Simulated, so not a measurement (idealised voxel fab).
This is a process module. Its name is voxel capacitor over wiring.
Square cell edge 5 nm, section width 265 nm, ID cut.
Throughout this document, each cross-section is represented as a grid of square cells and is presented as a sequence of bands enumerated from the top downward, where a band comprises one or more rows of cells. What a band's entry tells you: where the top is and where the bottom is, as heights in nm, and after that what lies inside, material by material from left to right, each with its width in nm. Empty space is written as the word "blank", and a single material marked with the word "full width" occupies the band from edge to edge. Below 0: as-received wafer, all one material; heights counted from there. Lowest band: no bottom, goes on down, written "0 -> down". Read "30..40" as a graded width: first number on top, second number at the bottom, same change between each pair of neighbouring rows. Basically "remained the same" means that step didn't change any cell in the cross-section. The entry titled "Voids, enclosed" provides the empty spaces that have no open way to the top, restricted to those of 8 cells or more. Each is presented as width x height at distance, the distance being measured from the left edge, with all three in nm. That trailing text on a step's line, after the settings, is the simulator's own remark on the step. Each step line may optionally specify "overlay nm", which for a step with a mask gives the rightward distance between the mask's planned place and where it lay, a negative value indicating the leftward direction.

### Listed below are the process steps as planned
1) RECEIVE: material Si
2) CONFORMAL_DEP: material SiO2, thk nm 15
3) CONFORMAL_DEP: material SiN, thk nm 5
4) DIRECTIONAL_DEP: material SiO2, thk nm 20
5) PATTERN: tone open, mask id METAL_1, material resist, width nm 30, pitch nm 80, thk nm 15, overlay nm 0
6) DIRECTIONAL_ETCH: etch materials SiO2, depth nm 20
7) DIRECTIONAL_ETCH: etch materials SiN, depth nm 5
8) STRIP: etch materials resist
9) CONFORMAL_DEP: material TiN, thk nm 5
10) FILL_DEP: material Ru, thk nm 5
11) CMP: height nm 40
12) EPI: material Ru, thk nm 5
13) FILL_DEP: material SiCN, thk nm 5
14) DIRECTIONAL_DEP: material SiO2, thk nm 20
15) MASKED_ETCH: tone open, mask id PLUG_1, width nm 15, etch materials SiO2, depth nm 20, overlay nm 0
16) MASKED_ETCH: tone open, mask id PLUG_1, width nm 15, etch materials SiCN, depth nm 5, overlay nm 0
17) EPI: material Ru, thk nm 10
18) EPI: material Ru, thk nm 10
19) EPI: material Ru, thk nm 5
20) DIRECTIONAL_DEP: material TiN, thk nm 10
21) DIRECTIONAL_DEP: material Al2O3, thk nm 5
22) DIRECTIONAL_DEP: material TiN, thk nm 10
23) DIRECTIONAL_DEP: material aC, thk nm 15
24) PATTERN: tone cover, mask id UPPER_PLATE, material resist, width nm 55, thk nm 30, overlay nm 0
25) DIRECTIONAL_ETCH: etch materials aC, depth nm 15
26) STRIP: etch materials resist
27) DIRECTIONAL_ETCH: etch materials TiN, depth nm 10
28) DIRECTIONAL_ETCH: etch materials Al2O3, depth nm 5
29) STRIP: etch materials aC
30) MASKED_ETCH: tone cover, mask id LOWER_PLATE, width nm 65, etch materials TiN, depth nm 10, overlay nm 0
31) FILL_DEP: material SiO2, thk nm 15
32) CMP: height nm 105
33) DIRECTIONAL_DEP: material aC, thk nm 10
34) PATTERN: tone open, mask id PLUG_2, material resist, width nm 15, thk nm 30, overlay nm 0
35) DIRECTIONAL_ETCH: etch materials aC, depth nm 10
36) STRIP: etch materials resist
37) DIRECTIONAL_ETCH: etch materials SiO2, depth nm 10
38) STRIP: etch materials aC
39) CONFORMAL_DEP: material TiN, thk nm 5
40) FILL_DEP: material Cu, thk nm 5
41) CMP: height nm 105
42) CONFORMAL_DEP: material SiCN, thk nm 5

### Cross-section: wafer on arrival = after step 1
	0 -> down  Si full width
	Voids, enclosed: none

### Cross-section: first of two wafers, module finished, run according to plan
	110 -> 105  SiCN full width
	105 -> 100  SiO2=100, then TiN=5, then Cu=5, then TiN=5, then SiO2=150
	100 -> 95  SiO2=100, then TiN=15, then SiO2=150
	95 -> 85  SiO2=90, then TiN=55, then SiO2=120
	85 -> 80  SiO2=90, then Al2O3=55, then SiO2=120
	80 -> 70  SiO2=85, then TiN=65, then SiO2=115
	70 -> 50  SiO2=90, then Ru=15, then SiO2=160
	50 -> 45  SiCN=90, then Ru=15, then SiCN=160
	45 -> 40  SiCN=70, then Ru=40, then SiCN=40, then Ru=40, then SiCN=75
	40 -> 20  SiO2=75, then TiN=5, then Ru=20, then TiN=5, then SiO2=50, then TiN=5, then Ru=20, then TiN=5, then SiO2=80
	20 -> 15  SiN=75, then TiN=30, then SiN=50, then TiN=30, then SiN=80
	15 -> 0  SiO2 full width
	0 -> down  Si full width
	Voids, enclosed: none

### Module end: cross-section of wafer two of two. Same start and process plan as the first wafer. One mistake during execution
	110 -> 105  SiCN full width
	105 -> 95  SiO2=100, then TiN=45, then SiO2=120
	95 -> 90  SiO2=105, then Al2O3=40, then SiO2=120
	90 -> 85  SiO2=85, then TiN=5, then SiO2=15, then TiN=45, then SiO2=115
	85 -> 75  SiO2=85..90, then TiN=65..15, then SiO2=115..160
	75 -> 70  SiO2=90, then Al2O3=15, then SiO2=160
	70 -> 60  SiO2=90, then TiN=15, then SiO2=160
	60 -> 50  SiO2 full width
	50 -> 45  SiCN full width
	45 -> 40  SiCN=70, then Ru=40, then SiCN=40, then Ru=40, then SiCN=75
	40 -> 20  SiO2=75, then TiN=5, then Ru=20, then TiN=5, then SiO2=50, then TiN=5, then Ru=20, then TiN=5, then SiO2=80
	20 -> 15  SiN=75, then TiN=30, then SiN=50, then TiN=30, then SiN=80
	15 -> 0  SiO2 full width
	0 -> down  Si full width
	Voids, enclosed: none
Processing error: step 14, actual vs plan mismatch, actual run DIRECTIONAL_DEP: material SiO2, thk nm 30
Upon completion, the second wafer contains, in terms of cells, a greater or smaller amount of certain materials than the first wafer: Cu -1 | Ru -15 | SiCN +3 | SiO2 +16 | TiN -3
